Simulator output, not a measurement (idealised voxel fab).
process module | voxel lift off
cross-section cut | 205 nm wide | cells 5 nm
A cross-section is a grid of square cells, given in bands from the top down. A band is one or more rows of cells.
Each band's line starts with the height of the band's top and of its bottom, in nm. Then come its materials from left to right, each with its width in nm. One material with "throughout" fills the band from edge to edge. "air" is empty space.
Height 0 is the level under which the wafer as received is all one material. The lowest band goes on downwards, as in "0 down".
A width such as "30 to 40" changes by the same amount from each row of cells to the next, from the band's top row to its bottom row.
"no change" after a step means that no cell of the cross-section changed.
closed voids: empty space of 8 cells or more with no open way to the top, each as width x height at its distance from the left edge, in nm
after a step's settings: what the simulator itself notes on the step
overlay nm, on a step with a mask: how far to the right of its planned place the mask lay; to the left if negative
Each pair below shows a cross-section before one step and the cross-section after it, down to the lowest band that changed. The line under each pair gives the step between them, with its settings. The pairs can come from different runs of this module on the same starting wafer, so a pair continues from the pair above only where its "before" says so.
before
  0 down: Si throughout
  closed voids: none
after
  15 to 0: Al2O3 throughout
  below 0: unchanged
  closed voids: none
the step between: op CONFORMAL_DEP | material Al2O3 | thk nm 15
before: the cross-section after the pair above
after
  40 to 15: resist 60 | air 30 | resist 25 | air 30 | resist 60
  below 15: unchanged
  closed voids: none
the step between: op PATTERN | tone open | mask id LINES | material resist | width nm 30 | pitch nm 55 | thk nm 25 | overlay nm 0
before: the cross-section after the pair above
after
  50 to 40: Ru 60 | air 30 | Ru 25 | air 30 | Ru 60
  40 to 25: resist 60 | air 30 | resist 25 | air 30 | resist 60
  25 to 15: resist 60 | Ru 30 | resist 25 | Ru 30 | resist 60
  below 15: unchanged
  closed voids: none
the step between: op DIRECTIONAL_DEP | material Ru | thk nm 10
before: the cross-section after the pair above
after
  25 to 15: air 60 | Ru 30 | air 25 | Ru 30 | air 60
  below 15: unchanged
  closed voids: none
the step between: op STRIP | etch materials resist
before: the cross-section after the pair above
after
  30 to 25: air 55 | SiN 40 | air 15 | SiN 40 | air 55
  25 to 20: air 55 | SiN 5 | Ru 30 | SiN 5 | air 15 | SiN 5 | Ru 30 | SiN 5 | air 55
  20 to 15: SiN 60 | Ru 30 | SiN 25 | Ru 30 | SiN 60
  below 15: unchanged
  closed voids: none
the step between: op CONFORMAL_DEP | material SiN | thk nm 5
before
  0 down: Si throughout
  closed voids: none
after
  25 to 0: resist 60 | air 30 | resist 25 | air 30 | resist 60
  below 0: unchanged
  closed voids: none
the step between: op PATTERN | tone open | mask id LINES | material resist | width nm 30 | pitch nm 55 | thk nm 25 | overlay nm 0
before: the cross-section after the pair above
after
  35 to 25: Ru 60 | air 30 | Ru 25 | air 30 | Ru 60
  25 to 10: resist 60 | air 30 | resist 25 | air 30 | resist 60
  10 to 0: resist 60 | Ru 30 | resist 25 | Ru 30 | resist 60
  below 0: unchanged
  closed voids: none
the step between: op DIRECTIONAL_DEP | material Ru | thk nm 10
before: the cross-section after the pair above
after
  10 to 0: air 60 | Ru 30 | air 25 | Ru 30 | air 60
  below 0: unchanged
  closed voids: none
the step between: op STRIP | etch materials resist
before: the cross-section after the pair above
after
  15 to 10: air 55 | SiN 40 | air 15 | SiN 40 | air 55
  10 to 5: air 55 | SiN 5 | Ru 30 | SiN 5 | air 15 | SiN 5 | Ru 30 | SiN 5 | air 55
  5 to 0: SiN 60 | Ru 30 | SiN 25 | Ru 30 | SiN 60
  below 0: unchanged
  closed voids: none
the step between: op CONFORMAL_DEP | material SiN | thk nm 5
before
  15 to 0: Al2O3 throughout
  0 down: Si throughout
  closed voids: none
after
  30 to 0: Al2O3 throughout
  below 0: unchanged
  closed voids: none
the step between: op CONFORMAL_DEP | material Al2O3 | thk nm 15
before: the cross-section after the pair above
after
  55 to 30: resist 60 | air 30 | resist 25 | air 30 | resist 60
  below 30: unchanged
  closed voids: none
the step between: op PATTERN | tone open | mask id LINES | material resist | width nm 30 | pitch nm 55 | thk nm 25 | overlay nm 0
before: the cross-section after the pair above
after
  65 to 55: Ru 60 | air 30 | Ru 25 | air 30 | Ru 60
  55 to 40: resist 60 | air 30 | resist 25 | air 30 | resist 60
  40 to 30: resist 60 | Ru 30 | resist 25 | Ru 30 | resist 60
  below 30: unchanged
  closed voids: none
the step between: op DIRECTIONAL_DEP | material Ru | thk nm 10
before: the cross-section after the pair above
after
  40 to 30: air 60 | Ru 30 | air 25 | Ru 30 | air 60
  below 30: unchanged
  closed voids: none
the step between: op STRIP | etch materials resist
before: the cross-section after the pair above
after
  45 to 40: air 55 | SiN 40 | air 15 | SiN 40 | air 55
  40 to 35: air 55 | SiN 5 | Ru 30 | SiN 5 | air 15 | SiN 5 | Ru 30 | SiN 5 | air 55
  35 to 30: SiN 60 | Ru 30 | SiN 25 | Ru 30 | SiN 60
  below 30: unchanged
  closed voids: none
the step between: op CONFORMAL_DEP | material SiN | thk nm 5
before
  0 down: Si throughout
  closed voids: none
after
  10 to 0: Al2O3 throughout
  below 0: unchanged
  closed voids: none
the step between: op CONFORMAL_DEP | material Al2O3 | thk nm 10
before: the cross-section after the pair above
after
  35 to 10: resist 60 | air 30 | resist 25 | air 30 | resist 60
  below 10: unchanged
  closed voids: none
the step between: op PATTERN | tone open | mask id LINES | material resist | width nm 30 | pitch nm 55 | thk nm 25 | overlay nm 0
before: the cross-section after the pair above
after
  45 to 35: Ru 60 | air 30 | Ru 25 | air 30 | Ru 60
  35 to 20: resist 60 | air 30 | resist 25 | air 30 | resist 60
  20 to 10: resist 60 | Ru 30 | resist 25 | Ru 30 | resist 60
  below 10: unchanged
  closed voids: none
the step between: op DIRECTIONAL_DEP | material Ru | thk nm 10
before: the cross-section after the pair above
after
  20 to 10: air 60 | Ru 30 | air 25 | Ru 30 | air 60
  below 10: unchanged
  closed voids: none
the step between: op STRIP | etch materials resist
before: the cross-section after the pair above
after
  25 to 20: air 55 | SiN 40 | air 15 | SiN 40 | air 55
  20 to 15: air 55 | SiN 5 | Ru 30 | SiN 5 | air 15 | SiN 5 | Ru 30 | SiN 5 | air 55
  15 to 10: SiN 60 | Ru 30 | SiN 25 | Ru 30 | SiN 60
  below 10: unchanged
  closed voids: none
the step between: op CONFORMAL_DEP | material SiN | thk nm 5
before
  15 to 0: Al2O3 throughout
  0 down: Si throughout
  closed voids: none
after
  40 to 15: resist 55 | air 40 | resist 15 | air 40 | resist 55
  below 15: unchanged
  closed voids: none
the step between: op PATTERN | tone open | mask id LINES | material resist | width nm 40 | pitch nm 55 | thk nm 25 | overlay nm 0
before: the cross-section after the pair above
after
  50 to 40: Ru 55 | air 40 | Ru 15 | air 40 | Ru 55
  40 to 25: resist 55 | air 40 | resist 15 | air 40 | resist 55
  25 to 15: resist 55 | Ru 40 | resist 15 | Ru 40 | resist 55
  below 15: unchanged
  closed voids: none
the step between: op DIRECTIONAL_DEP | material Ru | thk nm 10
before: the cross-section after the pair above
after
  25 to 15: air 55 | Ru 40 | air 15 | Ru 40 | air 55
  below 15: unchanged
  closed voids: none
the step between: op STRIP | etch materials resist
before: the cross-section after the pair above
after
  30 to 25: air 50 | SiN 50 | air 5 | SiN 50 | air 50
  25 to 20: air 50 | SiN 5 | Ru 40 | SiN 5 | air 5 | SiN 5 | Ru 40 | SiN 5 | air 50
  20 to 15: SiN 55 | Ru 40 | SiN 15 | Ru 40 | SiN 55
  below 15: unchanged
  closed voids: none
the step between: op CONFORMAL_DEP | material SiN | thk nm 5
before
  15 to 0: Al2O3 throughout
  0 down: Si throughout
  closed voids: none
after
  40 to 15: resist 55 | air 30 | resist 25 | air 30 | resist 65
  below 15: unchanged
  closed voids: none
the step between: op PATTERN | tone open | mask id LINES | material resist | width nm 30 | pitch nm 55 | thk nm 25 | overlay nm -5
before: the cross-section after the pair above
after
  50 to 40: Ru 55 | air 30 | Ru 25 | air 30 | Ru 65
  40 to 25: resist 55 | air 30 | resist 25 | air 30 | resist 65
  25 to 15: resist 55 | Ru 30 | resist 25 | Ru 30 | resist 65
  below 15: unchanged
  closed voids: none
the step between: op DIRECTIONAL_DEP | material Ru | thk nm 10
before: the cross-section after the pair above
after
  25 to 15: air 55 | Ru 30 | air 25 | Ru 30 | air 65
  below 15: unchanged
  closed voids: none
the step between: op STRIP | etch materials resist
before: the cross-section after the pair above
after
  30 to 25: air 50 | SiN 40 | air 15 | SiN 40 | air 60
  25 to 20: air 50 | SiN 5 | Ru 30 | SiN 5 | air 15 | SiN 5 | Ru 30 | SiN 5 | air 60
  20 to 15: SiN 55 | Ru 30 | SiN 25 | Ru 30 | SiN 65
  below 15: unchanged
  closed voids: none
the step between: op CONFORMAL_DEP | material SiN | thk nm 5
before
  25 to 15: air 60 | Ru 30 | air 25 | Ru 30 | air 60
  15 to 0: Al2O3 throughout
  0 down: Si throughout
  closed voids: none
after
  30 to 20: air 55 | Ru 40 | air 15 | Ru 40 | air 55
  20 to 15: Ru throughout
  below 15: unchanged
  closed voids: none
the step between: op CONFORMAL_DEP | material Ru | thk nm 5
before
  15 to 0: Al2O3 throughout
  0 down: Si throughout
  closed voids: none
after
  40 to 15: air 60 | resist 30 | air 25 | resist 30 | air 60
  below 15: unchanged
  closed voids: none
the step between: op PATTERN | tone cover | mask id LINES | material resist | width nm 30 | pitch nm 55 | thk nm 25 | overlay nm 0
before: the cross-section after the pair above
after
  50 to 40: air 60 | Ru 30 | air 25 | Ru 30 | air 60
  40 to 25: air 60 | resist 30 | air 25 | resist 30 | air 60
  25 to 15: Ru 60 | resist 30 | Ru 25 | resist 30 | Ru 60
  below 15: unchanged
  closed voids: none
the step between: op DIRECTIONAL_DEP | material Ru | thk nm 10
before: the cross-section after the pair above
after
  25 to 15: Ru 60 | air 30 | Ru 25 | air 30 | Ru 60
  below 15: unchanged
  closed voids: none
the step between: op STRIP | etch materials resist
before: the cross-section after the pair above
after
  30 to 25: SiN 65 | air 20 | SiN 35 | air 20 | SiN 65
  25 to 20: Ru 60 | SiN 5 | air 20 | SiN 5 | Ru 25 | SiN 5 | air 20 | SiN 5 | Ru 60
  20 to 15: Ru 60 | SiN 30 | Ru 25 | SiN 30 | Ru 60
  below 15: unchanged
  closed voids: none
the step between: op CONFORMAL_DEP | material SiN | thk nm 5
